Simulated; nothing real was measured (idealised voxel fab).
This is a process module. Its name is voxel released beams.
Pictured: cross-section cut, 250 nm wide, on a grid of 5 nm square cells.
A cross-section in this document is a grid of square cells, and it is written down as bands, the top band listed before the ones below it; a band is made up of one or more rows of cells.
Heights first: top, then bottom, in nm. Then materials, left to right, each with a width in nm. "all across" on a single material: fills the band edge to edge. "empty": empty space.
Heads up on the height convention: 0 is the point under which the incoming wafer is all one material, and the lowest band has no bottom, it just keeps going down, like "0 and below".
Top row gets the first number, bottom row gets the second, and each row in between changes by the same step: that is how a band width like "30 to 40" works.
Any step labelled "nothing altered" changed none of the cells in the cross-section.
"Catalogued sealed voids" means: voids of 8 cells or more that are shut off from the top with no open way through. Written width x height at distance, distance from the left edge, in nm.
That trailing text on a step's line, after the settings, is the simulator's own remark on the step.
"overlay nm", when on a step's line for a step with a mask, measures how far to the right of its planned place the mask lay; a negative measure means to the left.

Process steps (planned):
1,RECEIVE with material Si
2,CONFORMAL_DEP with material Al2O3, thk nm 5
3,DIRECTIONAL_DEP with material SiO2, thk nm 10
4,PATTERN with tone open, mask id ANCHOR, material resist, width nm 30, thk nm 15, overlay nm 0
5,DIRECTIONAL_ETCH with etch materials SiO2, depth nm 10
6,STRIP with etch materials resist
7,CONFORMAL_DEP with material SiN, thk nm 10
8,PATTERN with tone cover, mask id BEAM, material resist, width nm 100, thk nm 15, overlay nm 0
9,DIRECTIONAL_ETCH with etch materials SiN, depth nm 10
10,STRIP with etch materials resist
11,STRIP with etch materials SiO2

First wafer out of two, processed as planned:

Cross-section of the incoming wafer, state after step 1:
- 0 and below = Si all across
- Catalogued sealed voids: none

You're looking at a cross-section of the wafer after step 2:
- 5 down to 0 = Al2O3 all across
- Nothing below the height 0 has changed.

You're looking at a cross-section of the wafer after step 3:
- 15 down to 5 = SiO2 all across
- Nothing below the height 5 has changed.

You're looking at a cross-section of the wafer after step 4:
- 30 down to 15 = resist (75), then empty (30), then resist (145)
- Nothing below the height 15 has changed.

You're looking at a cross-section of the wafer after step 5:
- 30 down to 15 = resist (75), then empty (30), then resist (145)
- 15 down to 5 = SiO2 (75), then empty (30), then SiO2 (145)
- Nothing below the height 5 has changed.

You're looking at a cross-section of the wafer after step 6:
- 15 down to 5 = SiO2 (75), then empty (30), then SiO2 (145)
- Nothing below the height 5 has changed.

You're looking at a cross-section of the wafer after step 7:
- 25 down to 15 = SiN (85), then empty (10), then SiN (155)
- 15 down to 5 = SiO2 (75), then SiN (30), then SiO2 (145)
- Nothing below the height 5 has changed.

You're looking at a cross-section of the wafer after step 8:
- 40 down to 25 = empty (70), then resist (100), then empty (80)
- 25 down to 15 = SiN (85), then resist (10), then SiN (155)
- Nothing below the height 15 has changed.

You're looking at a cross-section of the wafer after step 9:
- 40 down to 25 = empty (70), then resist (100), then empty (80)
- 25 down to 15 = empty (70), then SiN (15), then resist (10), then SiN (75), then empty (80)
- Nothing below the height 15 has changed.

You're looking at a cross-section of the wafer after step 10:
- 25 down to 15 = empty (70), then SiN (15), then empty (10), then SiN (75), then empty (80)
- Nothing below the height 15 has changed.

You're looking at a cross-section of the wafer after step 11:
- 25 down to 15 = empty (70), then SiN (15), then empty (10), then SiN (75), then empty (80)
- 15 down to 5 = empty (75), then SiN (30), then empty (145)
- Nothing below the height 5 has changed.

The second wafer began exactly as the first did and followed the same plan, but one mistake was made while running it; through step 8 inclusive, the two wafers are identical:

Second wafer at the planned finish of step 9, seen in cross-section:
- 40 down to 25 = empty (70), then resist (100), then empty (80)
- 25 down to 15 = empty (70), then SiN (15), then resist (10), then SiN (75), then empty (80)
- Nothing below the height 15 has changed.

Second wafer at the planned finish of step 10, seen in cross-section:
- 25 down to 15 = empty (70), then SiN (15), then empty (10), then SiN (75), then empty (80)
- Nothing below the height 15 has changed.

Second wafer at the planned finish of step 11, seen in cross-section:
- 25 down to 15 = empty (70), then SiN (15), then empty (10), then SiN (75), then empty (80)
- 15 down to 5 = empty (75), then SiN (30), then empty (145)
- Nothing below the height 5 has changed.
what went wrong: step 9 of the plan was twice carried out
Final cross-sections of the two wafers are identical, so the mistake has no effect on what this model computes.
